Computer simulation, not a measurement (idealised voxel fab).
process module | voxel lift off
cross-section cut | 275 nm wide | cells 5 nm
A cross-section is a grid of square cells, given in bands from the top down. A band is one or more rows of cells.
Each band's line starts with the height of the band's top and of its bottom, in nm. Then come its materials from left to right, each with its width in nm. One material with "throughout" fills the band from edge to edge. "air" is empty space.
Height 0 is the level under which the wafer as received is all one material. The lowest band goes on downwards, as in "0 down".
A width such as "30 to 40" changes by the same amount from each row of cells to the next, from the band's top row to its bottom row.
"no change" after a step means that no cell of the cross-section changed.
closed voids: empty space of 8 cells or more with no open way to the top, each as width x height at its distance from the left edge, in nm
after a step's settings: what the simulator itself notes on the step
overlay nm, on a step with a mask: how far to the right of its planned place the mask lay; to the left if negative
plan
1 op RECEIVE | material Si
2 op CONFORMAL_DEP | material Al2O3 | thk nm 15
3 op PATTERN | tone open | mask id LINES | material resist | width nm 30 | pitch nm 45 | thk nm 25 | overlay nm 0
4 op DIRECTIONAL_DEP | material Ru | thk nm 10
5 op STRIP | etch materials resist
6 op CONFORMAL_DEP | material SiN | thk nm 10
first wafer, as planned
as received, after step 1
  0 down: Si throughout
  closed voids: none
after step 2
  15 to 0: Al2O3 throughout
  below 0: unchanged
after step 3
  40 to 15: resist 75 | air 30 | resist 15 | air 30 | resist 15 | air 30 | resist 80
  below 15: unchanged
after step 4
  50 to 40: Ru 75 | air 30 | Ru 15 | air 30 | Ru 15 | air 30 | Ru 80
  40 to 25: resist 75 | air 30 | resist 15 | air 30 | resist 15 | air 30 | resist 80
  25 to 15: resist 75 | Ru 30 | resist 15 | Ru 30 | resist 15 | Ru 30 | resist 80
  below 15: unchanged
after step 5
  25 to 15: air 75 | Ru 30 | air 15 | Ru 30 | air 15 | Ru 30 | air 80
  below 15: unchanged
after step 6
  35 to 25: air 65 | SiN 140 | air 70
  25 to 15: SiN 75 | Ru 30 | SiN 15 | Ru 30 | SiN 15 | Ru 30 | SiN 80
  below 15: unchanged
second wafer: like start, like plan, one mistake. Through step 2 it matches the first wafer
when step 3 should have ended
  40 to 15: air 75 | resist 30 | air 15 | resist 30 | air 15 | resist 30 | air 80
  below 15: unchanged
when step 4 should have ended
  50 to 40: air 75 | Ru 30 | air 15 | Ru 30 | air 15 | Ru 30 | air 80
  40 to 25: air 75 | resist 30 | air 15 | resist 30 | air 15 | resist 30 | air 80
  25 to 15: Ru 75 | resist 30 | Ru 15 | resist 30 | Ru 15 | resist 30 | Ru 80
  below 15: unchanged
when step 5 should have ended
  25 to 15: Ru 75 | air 30 | Ru 15 | air 30 | Ru 15 | air 30 | Ru 80
  below 15: unchanged
when step 6 should have ended
  35 to 25: SiN 85 | air 10 | SiN 35 | air 10 | SiN 35 | air 10 | SiN 90
  25 to 15: Ru 75 | SiN 30 | Ru 15 | SiN 30 | Ru 15 | SiN 30 | Ru 80
  below 15: unchanged
what went wrong: step 3 ran as: op PATTERN | tone cover | mask id LINES | material resist | width nm 30 | pitch nm 45 | thk nm 25 | overlay nm 0
at the end the second wafer has, in cells: 38 more of Ru | 4 more of SiN
